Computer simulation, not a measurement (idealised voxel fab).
The following process module bears the name voxel local oxidation.
The figure presents cross-section cut, which has a width of 175 nm and is divided into square cells with an edge length of 5 nm.
Cross-section = grid of square cells, listed top down in bands; band = one or more rows.
Band entry format. Leading values: height of top, height of bottom, nm. Remainder: materials in left-to-right order, each with its width in nm. Special words: "everywhere" on a single material, which then fills the band edge to edge; "empty", empty space.
Where do heights start? At 0: under that level the wafer as delivered is made of one material only. And the lowest band has no floor; it just carries on downward, as in "top 0, no bottom".
The expression "30->40" gives the width at the extremes of the band, the first number at its top row of cells and the second at its bottom row, with the width changing by equal amounts from each row to the next in between.
Step note "everything unchanged" = no cross-section cell changed.
What "Enclosed empty spaces" gives you is every empty space of 8 cells or more that is cut off from the top. Each appears as width x height at distance, with the distance taken from the left edge and width, height and distance all in nm.
Past the settings on a step's line: simulator remark, on that step.
Steps that use a mask can have "overlay nm" on their line. It says how far the mask sat to the right of where it was meant to be. Negative means to the left.
### Planned step list for the process
| 1 | RECEIVE | material Si |
| 2 | CONFORMAL_DEP | material SiO2 | thk nm 5 |
| 3 | CONFORMAL_DEP | material SiN | thk nm 15 |
| 4 | MASKED_ETCH | tone cover | mask id ACTIVE | width nm 90 | etch materials SiN | depth nm 15 | overlay nm 0 |
| 5 | SELECTIVE_ETCH | etch materials SiO2 | depth nm 5 |
| 6 | OXIDIZE | depth nm 15 |
| 7 | STRIP | etch materials SiN |
### Wafer as received: cross-section following step 1
* top 0, no bottom: Si everywhere
* Enclosed empty spaces: none
### Cross-section at module end, one run error; start and plan unchanged from above
* top 5, bottom 0: SiO2=35, empty=100, SiO2=40
* top 0, bottom -15: Si=20, SiO2=130, Si=25
* top -15, no bottom: Si everywhere
* Enclosed empty spaces: none
Misprocessing identified: step 4 did not happen as planned, as run it was MASKED_ETCH | tone open | mask id ACTIVE | width nm 90 | etch materials SiN | depth nm 15 | overlay nm 0
